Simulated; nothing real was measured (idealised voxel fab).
process module | voxel lift off
cross-section cut | 275 nm wide | cells 5 nm
A cross-section is a grid of square cells, given in bands from the top down. A band is one or more rows of cells.
Each band's line starts with the height of the band's top and of its bottom, in nm. Then come its materials from left to right, each with its width in nm. One material with "throughout" fills the band from edge to edge. "air" is empty space.
Height 0 is the level under which the wafer as received is all one material. The lowest band goes on downwards, as in "0 down".
A width such as "30 to 40" changes by the same amount from each row of cells to the next, from the band's top row to its bottom row.
"no change" after a step means that no cell of the cross-section changed.
closed voids: empty space of 8 cells or more with no open way to the top, each as width x height at its distance from the left edge, in nm
after a step's settings: what the simulator itself notes on the step
overlay nm, on a step with a mask: how far to the right of its planned place the mask lay; to the left if negative
plan
1 op RECEIVE | material Si
2 op CONFORMAL_DEP | material Al2O3 | thk nm 15
3 op PATTERN | tone open | mask id LINES | material resist | width nm 20 | pitch nm 45 | thk nm 25 | overlay nm 0
4 op DIRECTIONAL_DEP | material Ru | thk nm 10
5 op STRIP | etch materials resist
6 op CONFORMAL_DEP | material SiN | thk nm 10
varied across the wafers: width nm of step 3. The plan shows the first wafer's value. All wafers start alike
first wafer as received, after step 1
  0 down: Si throughout
  closed voids: none
first wafer at the end, after step 6
  35 to 25: air 70 | SiN 40 | air 5 | SiN 40 | air 5 | SiN 40 | air 75
  25 to 15: SiN 80 | Ru 20 | SiN 25 | Ru 20 | SiN 25 | Ru 20 | SiN 85
  15 to 0: Al2O3 throughout
  0 down: Si throughout
  closed voids: none
last wafer at the end
  35 to 25: air 65 | SiN 140 | air 70
  25 to 15: SiN 75 | Ru 30 | SiN 15 | Ru 30 | SiN 15 | Ru 30 | SiN 80
  15 to 0: Al2O3 throughout
  0 down: Si throughout
  closed voids: none
each wafer at the end: cells of each material gained (+) or lost (-) since it was received, then its closed voids
width nm 20 | +165 Al2O3 | +24 Ru | +134 SiN | closed voids: none
width nm 25 | +165 Al2O3 | +30 Ru | +134 SiN | closed voids: none
width nm 30 | +165 Al2O3 | +36 Ru | +130 SiN | closed voids: none
